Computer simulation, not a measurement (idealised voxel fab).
process module | voxel trench capacitor
cross-section cut | 220 nm wide | cells 5 nm
A cross-section is a grid of square cells, given in bands from the top down. A band is one or more rows of cells.
Each band's line starts with the height of the band's top and of its bottom, in nm. Then come its materials from left to right, each with its width in nm. One material with "throughout" fills the band from edge to edge. "air" is empty space.
Height 0 is the level under which the wafer as received is all one material. The lowest band goes on downwards, as in "0 down".
A width such as "30 to 40" changes by the same amount from each row of cells to the next, from the band's top row to its bottom row.
"no change" after a step means that no cell of the cross-section changed.
closed voids: empty space of 8 cells or more with no open way to the top, each as width x height at its distance from the left edge, in nm
after a step's settings: what the simulator itself notes on the step
overlay nm, on a step with a mask: how far to the right of its planned place the mask lay; to the left if negative
plan
1 op RECEIVE | material Si
2 op CONFORMAL_DEP | material SiN | thk nm 5
3 op DIRECTIONAL_DEP | material aC | thk nm 10
4 op PATTERN | tone open | mask id TRENCH | material resist | width nm 25 | pitch nm 40 | thk nm 25 | overlay nm 0
5 op DIRECTIONAL_ETCH | etch materials aC | depth nm 10
6 op STRIP | etch materials resist
7 op DIRECTIONAL_ETCH | etch materials SiN | depth nm 5
8 op DIRECTIONAL_ETCH | etch materials Si | depth nm 25
9 op STRIP | etch materials aC
10 op CONFORMAL_DEP | material SiO2 | thk nm 5
11 op FILL_DEP | material polySi | thk nm 5
12 op CMP | height nm 5
first wafer, as planned
as received, after step 1
  0 down: Si throughout
  closed voids: none
after step 2
  5 to 0: SiN throughout
  below 0: unchanged
after step 3
  15 to 5: aC throughout
  below 5: unchanged
after step 4
  40 to 15: resist 35 | air 25 | resist 15 | air 25 | resist 15 | air 25 | resist 15 | air 25 | resist 40
  below 15: unchanged
after step 5
  30 to 15: resist 35 | air 25 | resist 15 | air 25 | resist 15 | air 25 | resist 15 | air 25 | resist 40
  15 to 5: aC 35 | air 25 | aC 15 | air 25 | aC 15 | air 25 | aC 15 | air 25 | aC 40
  below 5: unchanged
after step 6
  15 to 5: aC 35 | air 25 | aC 15 | air 25 | aC 15 | air 25 | aC 15 | air 25 | aC 40
  below 5: unchanged
after step 7
  15 to 5: aC 35 | air 25 | aC 15 | air 25 | aC 15 | air 25 | aC 15 | air 25 | aC 40
  5 to 0: SiN 35 | air 25 | SiN 15 | air 25 | SiN 15 | air 25 | SiN 15 | air 25 | SiN 40
  below 0: unchanged
after step 8
  15 to 5: aC 35 | air 25 | aC 15 | air 25 | aC 15 | air 25 | aC 15 | air 25 | aC 40
  5 to 0: SiN 35 | air 25 | SiN 15 | air 25 | SiN 15 | air 25 | SiN 15 | air 25 | SiN 40
  0 to -25: Si 35 | air 25 | Si 15 | air 25 | Si 15 | air 25 | Si 15 | air 25 | Si 40
  below -25: unchanged
after step 9
  5 to 0: SiN 35 | air 25 | SiN 15 | air 25 | SiN 15 | air 25 | SiN 15 | air 25 | SiN 40
  below 0: unchanged
after step 10
  10 to 5: SiO2 40 | air 15 | SiO2 25 | air 15 | SiO2 25 | air 15 | SiO2 25 | air 15 | SiO2 45
  5 to 0: SiN 35 | SiO2 5 | air 15 | SiO2 5 | SiN 15 | SiO2 5 | air 15 | SiO2 5 | SiN 15 | SiO2 5 | air 15 | SiO2 5 | SiN 15 | SiO2 5 | air 15 | SiO2 5 | SiN 40
  0 to -20: Si 35 | SiO2 5 | air 15 | SiO2 5 | Si 15 | SiO2 5 | air 15 | SiO2 5 | Si 15 | SiO2 5 | air 15 | SiO2 5 | Si 15 | SiO2 5 | air 15 | SiO2 5 | Si 40
  -20 to -25: Si 35 | SiO2 25 | Si 15 | SiO2 25 | Si 15 | SiO2 25 | Si 15 | SiO2 25 | Si 40
  below -25: unchanged
after step 11
  15 to 10: polySi throughout
  10 to 5: SiO2 40 | polySi 15 | SiO2 25 | polySi 15 | SiO2 25 | polySi 15 | SiO2 25 | polySi 15 | SiO2 45
  5 to 0: SiN 35 | SiO2 5 | polySi 15 | SiO2 5 | SiN 15 | SiO2 5 | polySi 15 | SiO2 5 | SiN 15 | SiO2 5 | polySi 15 | SiO2 5 | SiN 15 | SiO2 5 | polySi 15 | SiO2 5 | SiN 40
  0 to -20: Si 35 | SiO2 5 | polySi 15 | SiO2 5 | Si 15 | SiO2 5 | polySi 15 | SiO2 5 | Si 15 | SiO2 5 | polySi 15 | SiO2 5 | Si 15 | SiO2 5 | polySi 15 | SiO2 5 | Si 40
  below -20: unchanged
after step 12
  5 to 0: SiN 35 | SiO2 5 | polySi 15 | SiO2 5 | SiN 15 | SiO2 5 | polySi 15 | SiO2 5 | SiN 15 | SiO2 5 | polySi 15 | SiO2 5 | SiN 15 | SiO2 5 | polySi 15 | SiO2 5 | SiN 40
  below 0: unchanged
second wafer: like start, like plan, one mistake. Through step 11 it matches the first wafer
when step 12 should have ended
  10 to 5: SiO2 40 | polySi 15 | SiO2 25 | polySi 15 | SiO2 25 | polySi 15 | SiO2 25 | polySi 15 | SiO2 45
  below 5: unchanged
what went wrong: step 12 ran as: op CMP | height nm 10
at the end the second wafer has, in cells: 32 more of SiO2 | 12 more of polySi
